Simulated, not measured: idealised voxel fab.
This is a process module. Its name is voxel transistor to metal.
The cross-section on display is named cut; it measures 150 nm wide, and its cells are 5 nm squares.
Square cells in a grid make up a cross-section in this document, and the grid is given as bands, listed from the top down, each one or more rows of cells. Basically the band line says how high the top is and how high the bottom is, in nm, and then what's in it from left to right, every material with its width in nm. Empty space shows up as "air", and if a single material carries "throughout" it runs the full band edge to edge. We count height from 0. Below that, the starting wafer is all one material. The lowest band never ends at the bottom but goes on down; see "0 down" for how that is written. Per-row width for "30..40": begins at first number (top row of band), ends at second number (bottom row), increment between rows held constant. "no alterations made" means the step left every cell of the cross-section as it was. Each empty space that has no open way to the top and spans at least 8 cells appears under "Unvented voids" as width x height at distance, the distance counted from the left edge, all in nm. Past the settings on a step's line: simulator remark, on that step. If you see "overlay nm" on a step's line and that step has a mask, it's telling you how far right of where it was planned the mask ended up; a negative number means it went left instead.
[Here's what the planned process steps look like]
1 RECEIVE | material Si
2 OXIDIZE | depth nm 5
3 CONFORMAL_DEP | material SiN | thk nm 15
4 MASKED_ETCH | tone cover | mask id ACTIVE | width nm 105 | etch materials SiN | depth nm 15 | overlay nm 0
5 MASKED_ETCH | tone cover | mask id ACTIVE | width nm 105 | etch materials SiO2 | depth nm 5 | overlay nm 0
6 MASKED_ETCH | tone cover | mask id ACTIVE | width nm 105 | etch materials Si | depth nm 35 | overlay nm 0
7 FILL_DEP | material SiO2 | thk nm 15
8 CMP | height nm 15
9 SELECTIVE_ETCH | etch materials SiO2 | depth nm 15
10 STRIP | etch materials SiN
11 SELECTIVE_ETCH | etch materials SiO2 | depth nm 5
12 OXIDIZE | depth nm 5
13 DIRECTIONAL_DEP | material polySi | thk nm 15
14 DIRECTIONAL_DEP | material SiCN | thk nm 15
15 DIRECTIONAL_DEP | material aC | thk nm 10
16 PATTERN | tone cover | mask id GATE | material resist | width nm 25 | thk nm 30 | overlay nm 0
17 DIRECTIONAL_ETCH | etch materials aC | depth nm 10
18 STRIP | etch materials resist
19 DIRECTIONAL_ETCH | etch materials SiCN | depth nm 25
20 DIRECTIONAL_ETCH | etch materials polySi | depth nm 35
21 STRIP | etch materials aC
22 CONFORMAL_DEP | material SiN | thk nm 5
23 DIRECTIONAL_ETCH | etch materials SiN | depth nm 5
24 DIRECTIONAL_ETCH | etch materials SiO2 | depth nm 5
25 DIRECTIONAL_ETCH | etch materials Si | depth nm 5
26 EPI | material SiGe | thk nm 5
27 FILL_DEP | material SiO2 | thk nm 10
28 CMP | height nm 20
29 STRIP | etch materials polySi
30 SELECTIVE_ETCH | etch materials SiO2 | depth nm 5
31 CONFORMAL_DEP | material HfO2 | thk nm 5
32 CONFORMAL_DEP | material TiN | thk nm 5
33 FILL_DEP | material W | thk nm 5
34 CMP | height nm 15
35 DIRECTIONAL_DEP | material SiO2 | thk nm 10
36 MASKED_ETCH | tone open | mask id CONTACT | width nm 15 | pitch nm 80 | etch materials SiO2 | depth nm 35 | overlay nm 0
37 CONFORMAL_DEP | material TiN | thk nm 5
38 FILL_DEP | material W | thk nm 10
39 CMP | height nm 25
40 DIRECTIONAL_DEP | material TiN | thk nm 5
41 DIRECTIONAL_DEP | material W | thk nm 15
42 PATTERN | tone cover | mask id METAL_1 | material resist | width nm 15 | pitch nm 80 | thk nm 20 | overlay nm 0
43 DIRECTIONAL_ETCH | etch materials W | depth nm 15
44 DIRECTIONAL_ETCH | etch materials TiN | depth nm 5
45 STRIP | etch materials resist
46 FILL_DEP | material SiO2 | thk nm 5
47 CMP | height nm 45
48 CONFORMAL_DEP | material SiN | thk nm 5
Don't read the plan's thk nm for step 13 as applying to every wafer: that's the first wafer's value, and the wafers differ in it, though they all start identical.
[Cross-section: the first of several wafers in its as-received state, i.e. following step 1]
    0 down: Si throughout
    Unvented voids: none
[Shown in cross-section: the first of several wafers at the end of the module, after its last step, step 48]
    50 to 45: SiN throughout
    45 to 30: SiO2=25; W=15; SiO2=65; W=15; SiO2=30
    30 to 25: SiO2=25; TiN=15; SiO2=65; TiN=15; SiO2=30
    25 to 15: SiO2=25; TiN=5; W=5; TiN=5; SiO2=65; TiN=5; W=5; TiN=5; SiO2=30
    15 to 10: SiO2=25; TiN=5; W=5; TiN=5; SiO2=15; SiN=5; SiCN=25; SiN=5; SiO2=15; TiN=5; W=5; TiN=5; SiO2=30
    10 to -5: SiO2=25; TiN=5; W=5; TiN=5; SiO2=15; SiN=5; polySi=25; SiN=5; SiO2=15; TiN=5; W=5; TiN=5; SiO2=30
    -5 to -10: SiO2=25; TiN=15; SiO2=10; SiGe=5; SiO2=35; SiGe=5; SiO2=10; TiN=15; SiO2=30
    -10 to -15: SiO2=20; SiGe=35; Si=35; SiGe=35; SiO2=25
    -15 to -40: SiO2=20; Si=105; SiO2=25
    -40 down: Si throughout
    Unvented voids: none
[Last wafer of the set, cross-sectioned at end of module]
    50 to 45: SiN throughout
    45 to 30: SiO2=25; W=15; SiO2=65; W=15; SiO2=30
    30 to 25: SiO2=25; TiN=15; SiO2=65; TiN=15; SiO2=30
    25 to 15: SiO2=25; TiN=5; W=5; TiN=5; SiO2=65; TiN=5; W=5; TiN=5; SiO2=30
    15 to 0: SiO2=25; TiN=5; W=5; TiN=5; SiO2=15; SiN=5; HfO2=5; TiN=5; W=5; TiN=5; HfO2=5; SiN=5; SiO2=15; TiN=5; W=5; TiN=5; SiO2=30
    0 to -5: SiO2=25; TiN=5; W=5; TiN=5; SiO2=15; SiN=5; HfO2=5; TiN=15; HfO2=5; SiN=5; SiO2=15; TiN=5; W=5; TiN=5; SiO2=30
    -5 to -10: SiO2=25; TiN=15; SiO2=10; SiGe=5; HfO2=35; SiGe=5; SiO2=10; TiN=15; SiO2=30
    -10 to -15: SiO2=20; SiGe=35; Si=35; SiGe=35; SiO2=25
    -15 to -40: SiO2=20; Si=105; SiO2=25
    -40 down: Si throughout
    Unvented voids: none
[Heads up, this table goes wafer by wafer. A row tells you, at the end of the module, how many cells of each material that wafer has put on (+) or dropped (-) since it was received, and then its closed voids]
thk nm 15 | -128 Si | +5 SiCN | +16 SiGe | +38 SiN | +288 SiO2 | +36 TiN | +30 W | +15 polySi | Unvented voids: none
thk nm 20 | -128 Si | +16 SiGe | +38 SiN | +288 SiO2 | +36 TiN | +30 W | +20 polySi | Unvented voids: none
thk nm 25 | +15 HfO2 | -128 Si | +16 SiGe | +38 SiN | +281 SiO2 | +45 TiN | +33 W | Unvented voids: none
thk nm 30 | +15 HfO2 | -128 Si | +16 SiGe | +38 SiN | +281 SiO2 | +45 TiN | +33 W | Unvented voids: none
thk nm 35 | +15 HfO2 | -128 Si | +16 SiGe | +38 SiN | +281 SiO2 | +45 TiN | +33 W | Unvented voids: none
